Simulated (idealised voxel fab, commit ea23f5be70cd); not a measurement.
The following is a process module called voxel gate over fins.
Xsec cut, 275 nm wide, square cell size 5 nm.
When this document writes out a cross-section, it uses a grid of square cells and lists it as bands, beginning at the top and moving down, with a band standing for one or more rows of cells.
Each band's line starts with the height of the band's top and of its bottom, in nm. Then come its materials from left to right, each with its width in nm. One material with "edge to edge" fills the band from edge to edge. "blank" is empty space.
Where do heights start? At 0: under that level the wafer as delivered is made of one material only. And the lowest band has no floor; it just carries on downward, as in "0..down".
It should be noted that a width expressed as "30 to 40" varies in equal increments from row to row of cells within the band, taking the value of the first number at the top row and that of the second number at the bottom row.
Given "same as before" for a step, no cell of the cross-section differs between before and after that step.
This entry, "Non-vented voids", enumerates those empty regions of no fewer than 8 cells that possess no open connection to the top. Each region is reported in the form width x height at distance, the distance being taken from the left edge, with all three quantities expressed in nm.
Read whatever lies past the settings on a step's line as the simulator's own remark about the step.
overlay nm: on a step with a mask, how far right of its planned place the mask lay; negative means left.

-- The steps planned for the process are as follows
1. RECEIVE,material Si
2. CONFORMAL_DEP,material SiN,thk nm 10
3. MASKED_ETCH,tone cover,mask id FINS,width nm 15,pitch nm 40,etch materials SiN,depth nm 10,overlay nm 0
4. MASKED_ETCH,tone cover,mask id FINS,width nm 15,pitch nm 40,etch materials Si,depth nm 30,overlay nm 0
5. OXIDIZE,depth nm 5
6. FILL_DEP,material SiO2,thk nm 10
7. CMP,height nm 10
8. SELECTIVE_ETCH,etch materials SiO2,depth nm 25
9. STRIP,etch materials SiN
10. CONFORMAL_DEP,material HfO2,thk nm 5
11. CONFORMAL_DEP,material TiN,thk nm 5
12. FILL_DEP,material W,thk nm 10
13. CMP,height nm 15
14. CONFORMAL_DEP,material SiCN,thk nm 10

-- Cross-sectional view of the wafer in its as-received condition, corresponding to the state after step 1
- 0..down: Si edge to edge
- Non-vented voids: none

-- Wafer cross-section at end of module: start and plan as shown above, one execution error
- 25..15: SiCN edge to edge
- 15..10: W edge to edge
- 10..5: W=105  TiN=25  W=15  TiN=25  W=105
- 5..0: W=105  TiN=5  HfO2=15  TiN=5  W=15  TiN=5  HfO2=15  TiN=5  W=105
- 0..-5: W=105  TiN=5  HfO2=5  Si=5  HfO2=5  TiN=5  W=15  TiN=5  HfO2=5  Si=5  HfO2=5  TiN=5  W=105
- -5..-10: TiN=110  HfO2=5  Si=5  HfO2=5  TiN=25  HfO2=5  Si=5  HfO2=5  TiN=110
- -10..-15: HfO2=115  Si=5  HfO2=35  Si=5  HfO2=115
- -15..-25: SiO2=115  Si=5  SiO2=35  Si=5  SiO2=115
- -25..down: Si edge to edge
- Non-vented voids: none
Short version of what went wrong: rather than as planned, step 4 actually ran as MASKED_ETCH,tone cover,mask id FINS,width nm 15,pitch nm 40,etch materials Si,depth nm 20,overlay nm 0
